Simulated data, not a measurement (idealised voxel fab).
process module | voxel transistor to metal
cross-section cut | 280 nm wide | cells 5 nm
A cross-section is a grid of square cells, given in bands from the top down. A band is one or more rows of cells.
Each band's line starts with the height of the band's top and of its bottom, in nm. Then come its materials from left to right, each with its width in nm. One material with "throughout" fills the band from edge to edge. "air" is empty space.
Height 0 is the level under which the wafer as received is all one material. The lowest band goes on downwards, as in "0 down".
A width such as "30 to 40" changes by the same amount from each row of cells to the next, from the band's top row to its bottom row.
"no change" after a step means that no cell of the cross-section changed.
closed voids: empty space of 8 cells or more with no open way to the top, each as width x height at its distance from the left edge, in nm
after a step's settings: what the simulator itself notes on the step
overlay nm, on a step with a mask: how far to the right of its planned place the mask lay; to the left if negative
plan
1 op RECEIVE | material Si
2 op OXIDIZE | depth nm 5
3 op CONFORMAL_DEP | material SiN | thk nm 10
4 op MASKED_ETCH | tone cover | mask id ACTIVE | width nm 110 | pitch nm 135 | etch materials SiN | depth nm 10 | overlay nm 0
5 op MASKED_ETCH | tone cover | mask id ACTIVE | width nm 110 | pitch nm 135 | etch materials SiO2 | depth nm 5 | overlay nm 0
6 op MASKED_ETCH | tone cover | mask id ACTIVE | width nm 110 | pitch nm 135 | etch materials Si | depth nm 35 | overlay nm 0
7 op FILL_DEP | material SiO2 | thk nm 10
8 op CMP | height nm 10
9 op SELECTIVE_ETCH | etch materials SiO2 | depth nm 10
10 op STRIP | etch materials SiN
11 op SELECTIVE_ETCH | etch materials SiO2 | depth nm 5
12 op OXIDIZE | depth nm 5
13 op DIRECTIONAL_DEP | material polySi | thk nm 20
14 op DIRECTIONAL_DEP | material SiCN | thk nm 10
15 op PATTERN | tone cover | mask id GATE | material resist | width nm 30 | pitch nm 135 | thk nm 15 | overlay nm 0
16 op DIRECTIONAL_ETCH | etch materials SiCN | depth nm 20
17 op DIRECTIONAL_ETCH | etch materials polySi | depth nm 30
18 op STRIP | etch materials resist
19 op CONFORMAL_DEP | material SiN | thk nm 5
20 op DIRECTIONAL_ETCH | etch materials SiN | depth nm 5
21 op DIRECTIONAL_ETCH | etch materials SiO2 | depth nm 5
22 op DIRECTIONAL_ETCH | etch materials Si | depth nm 15
23 op EPI | material SiGe | thk nm 15
24 op FILL_DEP | material SiO2 | thk nm 10
25 op CMP | height nm 15
26 op STRIP | etch materials polySi
27 op SELECTIVE_ETCH | etch materials SiO2 | depth nm 5
28 op CONFORMAL_DEP | material HfO2 | thk nm 5
29 op CONFORMAL_DEP | material TiN | thk nm 5
30 op FILL_DEP | material W | thk nm 5
31 op CMP | height nm 10
32 op DIRECTIONAL_DEP | material SiO2 | thk nm 10
33 op MASKED_ETCH | tone open | mask id CONTACT | width nm 20 | etch materials SiO2 | depth nm 30 | overlay nm 0
34 op CONFORMAL_DEP | material TiN | thk nm 5
35 op FILL_DEP | material W | thk nm 5
36 op CMP | height nm 20
37 op DIRECTIONAL_DEP | material TiN | thk nm 5
38 op DIRECTIONAL_DEP | material W | thk nm 20
39 op PATTERN | tone cover | mask id METAL_1 | material resist | width nm 20 | thk nm 20 | overlay nm 0
40 op DIRECTIONAL_ETCH | etch materials W | depth nm 20
41 op DIRECTIONAL_ETCH | etch materials TiN | depth nm 5
42 op STRIP | etch materials resist
43 op CONFORMAL_DEP | material SiCN | thk nm 5
44 op FILL_DEP | material SiO2 | thk nm 5
45 op CMP | height nm 45
46 op CONFORMAL_DEP | material SiN | thk nm 5
first wafer, as planned
as received, after step 1
  0 down: Si throughout
  closed voids: none
after step 2
  0 to -5: SiO2 throughout
  below -5: unchanged
after step 3
  10 to 0: SiN throughout
  below 0: unchanged
after step 4
  10 to 0: air 15 | SiN 110 | air 25 | SiN 110 | air 20
  below 0: unchanged
after step 5
  10 to 0: air 15 | SiN 110 | air 25 | SiN 110 | air 20
  0 to -5: air 15 | SiO2 110 | air 25 | SiO2 110 | air 20
  below -5: unchanged
after step 6
  10 to 0: air 15 | SiN 110 | air 25 | SiN 110 | air 20
  0 to -5: air 15 | SiO2 110 | air 25 | SiO2 110 | air 20
  -5 to -40: air 15 | Si 110 | air 25 | Si 110 | air 20
  below -40: unchanged
after step 7
  20 to 10: SiO2 throughout
  10 to 0: SiO2 15 | SiN 110 | SiO2 25 | SiN 110 | SiO2 20
  0 to -5: SiO2 throughout
  -5 to -40: SiO2 15 | Si 110 | SiO2 25 | Si 110 | SiO2 20
  below -40: unchanged
after step 8
  10 to 0: SiO2 15 | SiN 110 | SiO2 25 | SiN 110 | SiO2 20
  below 0: unchanged
after step 9
  10 to 0: air 15 | SiN 110 | air 25 | SiN 110 | air 20
  below 0: unchanged
after step 10
  0 to -5: SiO2 throughout
  below -5: unchanged
after step 11
  -5 to -40: SiO2 15 | Si 110 | SiO2 25 | Si 110 | SiO2 20
  below -40: unchanged
after step 12
  -5 to -10: SiO2 throughout
  below -10: unchanged
after step 13
  15 to -5: polySi throughout
  below -5: unchanged
after step 14
  25 to 15: SiCN throughout
  below 15: unchanged
after step 15
  40 to 25: air 55 | resist 30 | air 105 | resist 30 | air 60
  below 25: unchanged
after step 16
  40 to 25: air 55 | resist 30 | air 105 | resist 30 | air 60
  25 to 15: air 55 | SiCN 30 | air 105 | SiCN 30 | air 60
  below 15: unchanged
after step 17
  40 to 25: air 55 | resist 30 | air 105 | resist 30 | air 60
  25 to 15: air 55 | SiCN 30 | air 105 | SiCN 30 | air 60
  15 to -5: air 55 | polySi 30 | air 105 | polySi 30 | air 60
  below -5: unchanged
after step 18
  25 to 15: air 55 | SiCN 30 | air 105 | SiCN 30 | air 60
  below 15: unchanged
after step 19
  30 to 25: air 50 | SiN 40 | air 95 | SiN 40 | air 55
  25 to 15: air 50 | SiN 5 | SiCN 30 | SiN 5 | air 95 | SiN 5 | SiCN 30 | SiN 5 | air 55
  15 to 0: air 50 | SiN 5 | polySi 30 | SiN 5 | air 95 | SiN 5 | polySi 30 | SiN 5 | air 55
  0 to -5: SiN 55 | polySi 30 | SiN 105 | polySi 30 | SiN 60
  below -5: unchanged
after step 20
  25 to 15: air 50 | SiN 5 | SiCN 30 | SiN 5 | air 95 | SiN 5 | SiCN 30 | SiN 5 | air 55
  15 to -5: air 50 | SiN 5 | polySi 30 | SiN 5 | air 95 | SiN 5 | polySi 30 | SiN 5 | air 55
  below -5: unchanged
after step 21
  25 to 15: air 50 | SiN 5 | SiCN 30 | SiN 5 | air 95 | SiN 5 | SiCN 30 | SiN 5 | air 55
  15 to -5: air 50 | SiN 5 | polySi 30 | SiN 5 | air 95 | SiN 5 | polySi 30 | SiN 5 | air 55
  -5 to -10: air 50 | SiO2 40 | air 95 | SiO2 40 | air 55
  below -10: unchanged
after step 22
  25 to 15: air 50 | SiN 5 | SiCN 30 | SiN 5 | air 95 | SiN 5 | SiCN 30 | SiN 5 | air 55
  15 to -5: air 50 | SiN 5 | polySi 30 | SiN 5 | air 95 | SiN 5 | polySi 30 | SiN 5 | air 55
  -5 to -10: air 50 | SiO2 40 | air 95 | SiO2 40 | air 55
  -10 to -25: SiO2 15 | air 35 | Si 40 | air 35 | SiO2 25 | air 35 | Si 40 | air 35 | SiO2 20
  below -25: unchanged
after step 23
  25 to 15: air 50 | SiN 5 | SiCN 30 | SiN 5 | air 95 | SiN 5 | SiCN 30 | SiN 5 | air 55
  15 to 5: air 50 | SiN 5 | polySi 30 | SiN 5 | air 95 | SiN 5 | polySi 30 | SiN 5 | air 55
  5 to -5: air 35 | SiGe 15 | SiN 5 | polySi 30 | SiN 5 | SiGe 15 | air 65 | SiGe 15 | SiN 5 | polySi 30 | SiN 5 | SiGe 15 | air 40
  -5 to -10: air 35 | SiGe 15 | SiO2 40 | SiGe 15 | air 65 | SiGe 15 | SiO2 40 | SiGe 15 | air 40
  -10 to -25: SiO2 15 | SiGe 35 | Si 40 | SiGe 35 | SiO2 25 | SiGe 35 | Si 40 | SiGe 35 | SiO2 20
  below -25: unchanged
after step 24
  35 to 25: SiO2 throughout
  25 to 15: SiO2 50 | SiN 5 | SiCN 30 | SiN 5 | SiO2 95 | SiN 5 | SiCN 30 | SiN 5 | SiO2 55
  15 to 5: SiO2 50 | SiN 5 | polySi 30 | SiN 5 | SiO2 95 | SiN 5 | polySi 30 | SiN 5 | SiO2 55
  5 to -5: SiO2 35 | SiGe 15 | SiN 5 | polySi 30 | SiN 5 | SiGe 15 | SiO2 65 | SiGe 15 | SiN 5 | polySi 30 | SiN 5 | SiGe 15 | SiO2 40
  -5 to -10: SiO2 35 | SiGe 15 | SiO2 40 | SiGe 15 | SiO2 65 | SiGe 15 | SiO2 40 | SiGe 15 | SiO2 40
  below -10: unchanged
after step 25
  15 to 5: SiO2 50 | SiN 5 | polySi 30 | SiN 5 | SiO2 95 | SiN 5 | polySi 30 | SiN 5 | SiO2 55
  below 5: unchanged
after step 26
  15 to 5: SiO2 50 | SiN 5 | air 30 | SiN 5 | SiO2 95 | SiN 5 | air 30 | SiN 5 | SiO2 55
  5 to -5: SiO2 35 | SiGe 15 | SiN 5 | air 30 | SiN 5 | SiGe 15 | SiO2 65 | SiGe 15 | SiN 5 | air 30 | SiN 5 | SiGe 15 | SiO2 40
  below -5: unchanged
after step 27
  15 to 10: air 50 | SiN 5 | air 30 | SiN 5 | air 95 | SiN 5 | air 30 | SiN 5 | air 55
  10 to 5: SiO2 50 | SiN 5 | air 30 | SiN 5 | SiO2 95 | SiN 5 | air 30 | SiN 5 | SiO2 55
  5 to -5: SiO2 35 | SiGe 15 | SiN 5 | air 30 | SiN 5 | SiGe 15 | SiO2 65 | SiGe 15 | SiN 5 | air 30 | SiN 5 | SiGe 15 | SiO2 40
  -5 to -10: SiO2 35 | SiGe 15 | air 40 | SiGe 15 | SiO2 65 | SiGe 15 | air 40 | SiGe 15 | SiO2 40
  below -10: unchanged
after step 28
  20 to 15: air 45 | HfO2 15 | air 20 | HfO2 15 | air 85 | HfO2 15 | air 20 | HfO2 15 | air 50
  15 to 10: HfO2 50 | SiN 5 | HfO2 5 | air 20 | HfO2 5 | SiN 5 | HfO2 95 | SiN 5 | HfO2 5 | air 20 | HfO2 5 | SiN 5 | HfO2 55
  10 to 5: SiO2 50 | SiN 5 | HfO2 5 | air 20 | HfO2 5 | SiN 5 | SiO2 95 | SiN 5 | HfO2 5 | air 20 | HfO2 5 | SiN 5 | SiO2 55
  5 to -5: SiO2 35 | SiGe 15 | SiN 5 | HfO2 5 | air 20 | HfO2 5 | SiN 5 | SiGe 15 | SiO2 65 | SiGe 15 | SiN 5 | HfO2 5 | air 20 | HfO2 5 | SiN 5 | SiGe 15 | SiO2 40
  -5 to -10: SiO2 35 | SiGe 15 | HfO2 40 | SiGe 15 | SiO2 65 | SiGe 15 | HfO2 40 | SiGe 15 | SiO2 40
  below -10: unchanged
after step 29
  25 to 20: air 40 | TiN 25 | air 10 | TiN 25 | air 75 | TiN 25 | air 10 | TiN 25 | air 45
  20 to 15: TiN 45 | HfO2 15 | TiN 5 | air 10 | TiN 5 | HfO2 15 | TiN 85 | HfO2 15 | TiN 5 | air 10 | TiN 5 | HfO2 15 | TiN 50
  15 to 10: HfO2 50 | SiN 5 | HfO2 5 | TiN 5 | air 10 | TiN 5 | HfO2 5 | SiN 5 | HfO2 95 | SiN 5 | HfO2 5 | TiN 5 | air 10 | TiN 5 | HfO2 5 | SiN 5 | HfO2 55
  10 to 5: SiO2 50 | SiN 5 | HfO2 5 | TiN 5 | air 10 | TiN 5 | HfO2 5 | SiN 5 | SiO2 95 | SiN 5 | HfO2 5 | TiN 5 | air 10 | TiN 5 | HfO2 5 | SiN 5 | SiO2 55
  5 to 0: SiO2 35 | SiGe 15 | SiN 5 | HfO2 5 | TiN 5 | air 10 | TiN 5 | HfO2 5 | SiN 5 | SiGe 15 | SiO2 65 | SiGe 15 | SiN 5 | HfO2 5 | TiN 5 | air 10 | TiN 5 | HfO2 5 | SiN 5 | SiGe 15 | SiO2 40
  0 to -5: SiO2 35 | SiGe 15 | SiN 5 | HfO2 5 | TiN 20 | HfO2 5 | SiN 5 | SiGe 15 | SiO2 65 | SiGe 15 | SiN 5 | HfO2 5 | TiN 20 | HfO2 5 | SiN 5 | SiGe 15 | SiO2 40
  below -5: unchanged
after step 30
  30 to 25: W throughout
  25 to 20: W 40 | TiN 25 | W 10 | TiN 25 | W 75 | TiN 25 | W 10 | TiN 25 | W 45
  20 to 15: TiN 45 | HfO2 15 | TiN 5 | W 10 | TiN 5 | HfO2 15 | TiN 85 | HfO2 15 | TiN 5 | W 10 | TiN 5 | HfO2 15 | TiN 50
  15 to 10: HfO2 50 | SiN 5 | HfO2 5 | TiN 5 | W 10 | TiN 5 | HfO2 5 | SiN 5 | HfO2 95 | SiN 5 | HfO2 5 | TiN 5 | W 10 | TiN 5 | HfO2 5 | SiN 5 | HfO2 55
  10 to 5: SiO2 50 | SiN 5 | HfO2 5 | TiN 5 | W 10 | TiN 5 | HfO2 5 | SiN 5 | SiO2 95 | SiN 5 | HfO2 5 | TiN 5 | W 10 | TiN 5 | HfO2 5 | SiN 5 | SiO2 55
  5 to 0: SiO2 35 | SiGe 15 | SiN 5 | HfO2 5 | TiN 5 | W 10 | TiN 5 | HfO2 5 | SiN 5 | SiGe 15 | SiO2 65 | SiGe 15 | SiN 5 | HfO2 5 | TiN 5 | W 10 | TiN 5 | HfO2 5 | SiN 5 | SiGe 15 | SiO2 40
  below 0: unchanged
after step 31
  10 to 5: SiO2 50 | SiN 5 | HfO2 5 | TiN 5 | W 10 | TiN 5 | HfO2 5 | SiN 5 | SiO2 95 | SiN 5 | HfO2 5 | TiN 5 | W 10 | TiN 5 | HfO2 5 | SiN 5 | SiO2 55
  below 5: unchanged
after step 32
  20 to 10: SiO2 throughout
  below 10: unchanged
after step 33
  20 to 10: SiO2 20 | air 20 | SiO2 60 | air 20 | SiO2 35 | air 20 | SiO2 60 | air 20 | SiO2 25
  10 to 5: SiO2 20 | air 20 | SiO2 10 | SiN 5 | HfO2 5 | TiN 5 | W 10 | TiN 5 | HfO2 5 | SiN 5 | SiO2 10 | air 20 | SiO2 35 | air 20 | SiO2 10 | SiN 5 | HfO2 5 | TiN 5 | W 10 | TiN 5 | HfO2 5 | SiN 5 | SiO2 10 | air 20 | SiO2 25
  5 to 0: SiO2 20 | air 15 | SiGe 15 | SiN 5 | HfO2 5 | TiN 5 | W 10 | TiN 5 | HfO2 5 | SiN 5 | SiGe 15 | air 15 | SiO2 35 | air 15 | SiGe 15 | SiN 5 | HfO2 5 | TiN 5 | W 10 | TiN 5 | HfO2 5 | SiN 5 | SiGe 15 | air 15 | SiO2 25
  0 to -5: SiO2 20 | air 15 | SiGe 15 | SiN 5 | HfO2 5 | TiN 20 | HfO2 5 | SiN 5 | SiGe 15 | air 15 | SiO2 35 | air 15 | SiGe 15 | SiN 5 | HfO2 5 | TiN 20 | HfO2 5 | SiN 5 | SiGe 15 | air 15 | SiO2 25
  -5 to -10: SiO2 20 | air 15 | SiGe 15 | HfO2 40 | SiGe 15 | air 15 | SiO2 35 | air 15 | SiGe 15 | HfO2 40 | SiGe 15 | air 15 | SiO2 25
  below -10: unchanged
after step 34
  25 to 20: TiN 25 | air 10 | TiN 70 | air 10 | TiN 45 | air 10 | TiN 70 | air 10 | TiN 30
  20 to 10: SiO2 20 | TiN 5 | air 10 | TiN 5 | SiO2 60 | TiN 5 | air 10 | TiN 5 | SiO2 35 | TiN 5 | air 10 | TiN 5 | SiO2 60 | TiN 5 | air 10 | TiN 5 | SiO2 25
  10 to 5: SiO2 20 | TiN 5 | air 5 | TiN 10 | SiO2 10 | SiN 5 | HfO2 5 | TiN 5 | W 10 | TiN 5 | HfO2 5 | SiN 5 | SiO2 10 | TiN 10 | air 5 | TiN 5 | SiO2 35 | TiN 5 | air 5 | TiN 10 | SiO2 10 | SiN 5 | HfO2 5 | TiN 5 | W 10 | TiN 5 | HfO2 5 | SiN 5 | SiO2 10 | TiN 10 | air 5 | TiN 5 | SiO2 25
  5 to 0: SiO2 20 | TiN 5 | air 5 | TiN 5 | SiGe 15 | SiN 5 | HfO2 5 | TiN 5 | W 10 | TiN 5 | HfO2 5 | SiN 5 | SiGe 15 | TiN 5 | air 5 | TiN 5 | SiO2 35 | TiN 5 | air 5 | TiN 5 | SiGe 15 | SiN 5 | HfO2 5 | TiN 5 | W 10 | TiN 5 | HfO2 5 | SiN 5 | SiGe 15 | TiN 5 | air 5 | TiN 5 | SiO2 25
  0 to -5: SiO2 20 | TiN 5 | air 5 | TiN 5 | SiGe 15 | SiN 5 | HfO2 5 | TiN 20 | HfO2 5 | SiN 5 | SiGe 15 | TiN 5 | air 5 | TiN 5 | SiO2 35 | TiN 5 | air 5 | TiN 5 | SiGe 15 | SiN 5 | HfO2 5 | TiN 20 | HfO2 5 | SiN 5 | SiGe 15 | TiN 5 | air 5 | TiN 5 | SiO2 25
  -5 to -10: SiO2 20 | TiN 15 | SiGe 15 | HfO2 40 | SiGe 15 | TiN 15 | SiO2 35 | TiN 15 | SiGe 15 | HfO2 40 | SiGe 15 | TiN 15 | SiO2 25
  below -10: unchanged
after step 35
  30 to 25: W throughout
  25 to 20: TiN 25 | W 10 | TiN 70 | W 10 | TiN 45 | W 10 | TiN 70 | W 10 | TiN 30
  20 to 10: SiO2 20 | TiN 5 | W 10 | TiN 5 | SiO2 60 | TiN 5 | W 10 | TiN 5 | SiO2 35 | TiN 5 | W 10 | TiN 5 | SiO2 60 | TiN 5 | W 10 | TiN 5 | SiO2 25
  10 to 5: SiO2 20 | TiN 5 | W 5 | TiN 10 | SiO2 10 | SiN 5 | HfO2 5 | TiN 5 | W 10 | TiN 5 | HfO2 5 | SiN 5 | SiO2 10 | TiN 10 | W 5 | TiN 5 | SiO2 35 | TiN 5 | W 5 | TiN 10 | SiO2 10 | SiN 5 | HfO2 5 | TiN 5 | W 10 | TiN 5 | HfO2 5 | SiN 5 | SiO2 10 | TiN 10 | W 5 | TiN 5 | SiO2 25
  5 to 0: SiO2 20 | TiN 5 | W 5 | TiN 5 | SiGe 15 | SiN 5 | HfO2 5 | TiN 5 | W 10 | TiN 5 | HfO2 5 | SiN 5 | SiGe 15 | TiN 5 | W 5 | TiN 5 | SiO2 35 | TiN 5 | W 5 | TiN 5 | SiGe 15 | SiN 5 | HfO2 5 | TiN 5 | W 10 | TiN 5 | HfO2 5 | SiN 5 | SiGe 15 | TiN 5 | W 5 | TiN 5 | SiO2 25
  0 to -5: SiO2 20 | TiN 5 | W 5 | TiN 5 | SiGe 15 | SiN 5 | HfO2 5 | TiN 20 | HfO2 5 | SiN 5 | SiGe 15 | TiN 5 | W 5 | TiN 5 | SiO2 35 | TiN 5 | W 5 | TiN 5 | SiGe 15 | SiN 5 | HfO2 5 | TiN 20 | HfO2 5 | SiN 5 | SiGe 15 | TiN 5 | W 5 | TiN 5 | SiO2 25
  below -5: unchanged
after step 36
  20 to 10: SiO2 20 | TiN 5 | W 10 | TiN 5 | SiO2 60 | TiN 5 | W 10 | TiN 5 | SiO2 35 | TiN 5 | W 10 | TiN 5 | SiO2 60 | TiN 5 | W 10 | TiN 5 | SiO2 25
  below 10: unchanged
after step 37
  25 to 20: TiN throughout
  below 20: unchanged
after step 38
  45 to 25: W throughout
  below 25: unchanged
after step 39
  65 to 45: air 20 | resist 20 | air 60 | resist 20 | air 35 | resist 20 | air 60 | resist 20 | air 25
  below 45: unchanged
after step 40
  65 to 45: air 20 | resist 20 | air 60 | resist 20 | air 35 | resist 20 | air 60 | resist 20 | air 25
  45 to 25: air 20 | W 20 | air 60 | W 20 | air 35 | W 20 | air 60 | W 20 | air 25
  below 25: unchanged
after step 41
  65 to 45: air 20 | resist 20 | air 60 | resist 20 | air 35 | resist 20 | air 60 | resist 20 | air 25
  45 to 25: air 20 | W 20 | air 60 | W 20 | air 35 | W 20 | air 60 | W 20 | air 25
  25 to 20: air 20 | TiN 20 | air 60 | TiN 20 | air 35 | TiN 20 | air 60 | TiN 20 | air 25
  below 20: unchanged
after step 42
  45 to 25: air 20 | W 20 | air 60 | W 20 | air 35 | W 20 | air 60 | W 20 | air 25
  below 25: unchanged
after step 43
  50 to 45: air 15 | SiCN 30 | air 50 | SiCN 30 | air 25 | SiCN 30 | air 50 | SiCN 30 | air 20
  45 to 25: air 15 | SiCN 5 | W 20 | SiCN 5 | air 50 | SiCN 5 | W 20 | SiCN 5 | air 25 | SiCN 5 | W 20 | SiCN 5 | air 50 | SiCN 5 | W 20 | SiCN 5 | air 20
  25 to 20: SiCN 20 | TiN 20 | SiCN 60 | TiN 20 | SiCN 35 | TiN 20 | SiCN 60 | TiN 20 | SiCN 25
  below 20: unchanged
after step 44
  55 to 50: SiO2 throughout
  50 to 45: SiO2 15 | SiCN 30 | SiO2 50 | SiCN 30 | SiO2 25 | SiCN 30 | SiO2 50 | SiCN 30 | SiO2 20
  45 to 25: SiO2 15 | SiCN 5 | W 20 | SiCN 5 | SiO2 50 | SiCN 5 | W 20 | SiCN 5 | SiO2 25 | SiCN 5 | W 20 | SiCN 5 | SiO2 50 | SiCN 5 | W 20 | SiCN 5 | SiO2 20
  below 25: unchanged
after step 45
  45 to 25: SiO2 15 | SiCN 5 | W 20 | SiCN 5 | SiO2 50 | SiCN 5 | W 20 | SiCN 5 | SiO2 25 | SiCN 5 | W 20 | SiCN 5 | SiO2 50 | SiCN 5 | W 20 | SiCN 5 | SiO2 20
  below 25: unchanged
after step 46
  50 to 45: SiN throughout
  below 45: unchanged
second wafer: like start, like plan, one mistake. Through step 32 it matches the first wafer
when step 33 should have ended
  20 to 10: SiO2 25 | air 15 | SiO2 65 | air 15 | SiO2 40 | air 15 | SiO2 65 | air 15 | SiO2 25
  10 to 5: SiO2 25 | air 15 | SiO2 10 | SiN 5 | HfO2 5 | TiN 5 | W 10 | TiN 5 | HfO2 5 | SiN 5 | SiO2 15 | air 15 | SiO2 40 | air 15 | SiO2 10 | SiN 5 | HfO2 5 | TiN 5 | W 10 | TiN 5 | HfO2 5 | SiN 5 | SiO2 15 | air 15 | SiO2 25
  5 to 0: SiO2 25 | air 10 | SiGe 15 | SiN 5 | HfO2 5 | TiN 5 | W 10 | TiN 5 | HfO2 5 | SiN 5 | SiGe 15 | air 15 | SiO2 40 | air 10 | SiGe 15 | SiN 5 | HfO2 5 | TiN 5 | W 10 | TiN 5 | HfO2 5 | SiN 5 | SiGe 15 | air 15 | SiO2 25
  0 to -5: SiO2 25 | air 10 | SiGe 15 | SiN 5 | HfO2 5 | TiN 20 | HfO2 5 | SiN 5 | SiGe 15 | air 15 | SiO2 40 | air 10 | SiGe 15 | SiN 5 | HfO2 5 | TiN 20 | HfO2 5 | SiN 5 | SiGe 15 | air 15 | SiO2 25
  -5 to -10: SiO2 25 | air 10 | SiGe 15 | HfO2 40 | SiGe 15 | air 15 | SiO2 40 | air 10 | SiGe 15 | HfO2 40 | SiGe 15 | air 15 | SiO2 25
  below -10: unchanged
when step 34 should have ended
  25 to 20: TiN 30 | air 5 | TiN 75 | air 5 | TiN 50 | air 5 | TiN 75 | air 5 | TiN 30
  20 to 10: SiO2 25 | TiN 5 | air 5 | TiN 5 | SiO2 65 | TiN 5 | air 5 | TiN 5 | SiO2 40 | TiN 5 | air 5 | TiN 5 | SiO2 65 | TiN 5 | air 5 | TiN 5 | SiO2 25
  10 to 5: SiO2 25 | TiN 15 | SiO2 10 | SiN 5 | HfO2 5 | TiN 5 | W 10 | TiN 5 | HfO2 5 | SiN 5 | SiO2 15 | TiN 5 | air 5 | TiN 5 | SiO2 40 | TiN 15 | SiO2 10 | SiN 5 | HfO2 5 | TiN 5 | W 10 | TiN 5 | HfO2 5 | SiN 5 | SiO2 15 | TiN 5 | air 5 | TiN 5 | SiO2 25
  5 to 0: SiO2 25 | TiN 10 | SiGe 15 | SiN 5 | HfO2 5 | TiN 5 | W 10 | TiN 5 | HfO2 5 | SiN 5 | SiGe 15 | TiN 5 | air 5 | TiN 5 | SiO2 40 | TiN 10 | SiGe 15 | SiN 5 | HfO2 5 | TiN 5 | W 10 | TiN 5 | HfO2 5 | SiN 5 | SiGe 15 | TiN 5 | air 5 | TiN 5 | SiO2 25
  0 to -5: SiO2 25 | TiN 10 | SiGe 15 | SiN 5 | HfO2 5 | TiN 20 | HfO2 5 | SiN 5 | SiGe 15 | TiN 5 | air 5 | TiN 5 | SiO2 40 | TiN 10 | SiGe 15 | SiN 5 | HfO2 5 | TiN 20 | HfO2 5 | SiN 5 | SiGe 15 | TiN 5 | air 5 | TiN 5 | SiO2 25
  -5 to -10: SiO2 25 | TiN 10 | SiGe 15 | HfO2 40 | SiGe 15 | TiN 15 | SiO2 40 | TiN 10 | SiGe 15 | HfO2 40 | SiGe 15 | TiN 15 | SiO2 25
  below -10: unchanged
when step 35 should have ended
  30 to 25: W throughout
  25 to 20: TiN 30 | W 5 | TiN 75 | W 5 | TiN 50 | W 5 | TiN 75 | W 5 | TiN 30
  20 to 10: SiO2 25 | TiN 5 | W 5 | TiN 5 | SiO2 65 | TiN 5 | W 5 | TiN 5 | SiO2 40 | TiN 5 | W 5 | TiN 5 | SiO2 65 | TiN 5 | W 5 | TiN 5 | SiO2 25
  10 to 5: SiO2 25 | TiN 15 | SiO2 10 | SiN 5 | HfO2 5 | TiN 5 | W 10 | TiN 5 | HfO2 5 | SiN 5 | SiO2 15 | TiN 5 | W 5 | TiN 5 | SiO2 40 | TiN 15 | SiO2 10 | SiN 5 | HfO2 5 | TiN 5 | W 10 | TiN 5 | HfO2 5 | SiN 5 | SiO2 15 | TiN 5 | W 5 | TiN 5 | SiO2 25
  5 to 0: SiO2 25 | TiN 10 | SiGe 15 | SiN 5 | HfO2 5 | TiN 5 | W 10 | TiN 5 | HfO2 5 | SiN 5 | SiGe 15 | TiN 5 | W 5 | TiN 5 | SiO2 40 | TiN 10 | SiGe 15 | SiN 5 | HfO2 5 | TiN 5 | W 10 | TiN 5 | HfO2 5 | SiN 5 | SiGe 15 | TiN 5 | W 5 | TiN 5 | SiO2 25
  0 to -5: SiO2 25 | TiN 10 | SiGe 15 | SiN 5 | HfO2 5 | TiN 20 | HfO2 5 | SiN 5 | SiGe 15 | TiN 5 | W 5 | TiN 5 | SiO2 40 | TiN 10 | SiGe 15 | SiN 5 | HfO2 5 | TiN 20 | HfO2 5 | SiN 5 | SiGe 15 | TiN 5 | W 5 | TiN 5 | SiO2 25
  below -5: unchanged
when step 36 should have ended
  20 to 10: SiO2 25 | TiN 5 | W 5 | TiN 5 | SiO2 65 | TiN 5 | W 5 | TiN 5 | SiO2 40 | TiN 5 | W 5 | TiN 5 | SiO2 65 | TiN 5 | W 5 | TiN 5 | SiO2 25
  below 10: unchanged
when step 37 should have ended
  25 to 20: TiN throughout
  below 20: unchanged
when step 38 should have ended
  45 to 25: W throughout
  below 25: unchanged
when step 39 should have ended
  65 to 45: air 20 | resist 20 | air 60 | resist 20 | air 35 | resist 20 | air 60 | resist 20 | air 25
  below 45: unchanged
when step 40 should have ended
  65 to 45: air 20 | resist 20 | air 60 | resist 20 | air 35 | resist 20 | air 60 | resist 20 | air 25
  45 to 25: air 20 | W 20 | air 60 | W 20 | air 35 | W 20 | air 60 | W 20 | air 25
  below 25: unchanged
when step 41 should have ended
  65 to 45: air 20 | resist 20 | air 60 | resist 20 | air 35 | resist 20 | air 60 | resist 20 | air 25
  45 to 25: air 20 | W 20 | air 60 | W 20 | air 35 | W 20 | air 60 | W 20 | air 25
  25 to 20: air 20 | TiN 20 | air 60 | TiN 20 | air 35 | TiN 20 | air 60 | TiN 20 | air 25
  below 20: unchanged
when step 42 should have ended
  45 to 25: air 20 | W 20 | air 60 | W 20 | air 35 | W 20 | air 60 | W 20 | air 25
  below 25: unchanged
when step 43 should have ended
  50 to 45: air 15 | SiCN 30 | air 50 | SiCN 30 | air 25 | SiCN 30 | air 50 | SiCN 30 | air 20
  45 to 25: air 15 | SiCN 5 | W 20 | SiCN 5 | air 50 | SiCN 5 | W 20 | SiCN 5 | air 25 | SiCN 5 | W 20 | SiCN 5 | air 50 | SiCN 5 | W 20 | SiCN 5 | air 20
  25 to 20: SiCN 20 | TiN 20 | SiCN 60 | TiN 20 | SiCN 35 | TiN 20 | SiCN 60 | TiN 20 | SiCN 25
  below 20: unchanged
when step 44 should have ended
  55 to 50: SiO2 throughout
  50 to 45: SiO2 15 | SiCN 30 | SiO2 50 | SiCN 30 | SiO2 25 | SiCN 30 | SiO2 50 | SiCN 30 | SiO2 20
  45 to 25: SiO2 15 | SiCN 5 | W 20 | SiCN 5 | SiO2 50 | SiCN 5 | W 20 | SiCN 5 | SiO2 25 | SiCN 5 | W 20 | SiCN 5 | SiO2 50 | SiCN 5 | W 20 | SiCN 5 | SiO2 20
  below 25: unchanged
when step 45 should have ended
  45 to 25: SiO2 15 | SiCN 5 | W 20 | SiCN 5 | SiO2 50 | SiCN 5 | W 20 | SiCN 5 | SiO2 25 | SiCN 5 | W 20 | SiCN 5 | SiO2 50 | SiCN 5 | W 20 | SiCN 5 | SiO2 20
  below 25: unchanged
when step 46 should have ended
  50 to 45: SiN throughout
  below 45: unchanged
what went wrong: step 33 ran as: op MASKED_ETCH | tone open | mask id CONTACT | width nm 15 | etch materials SiO2 | depth nm 30 | overlay nm 0
at the end the second wafer has, in cells: 18 more of SiO2 | 4 fewer of TiN | 14 fewer of W
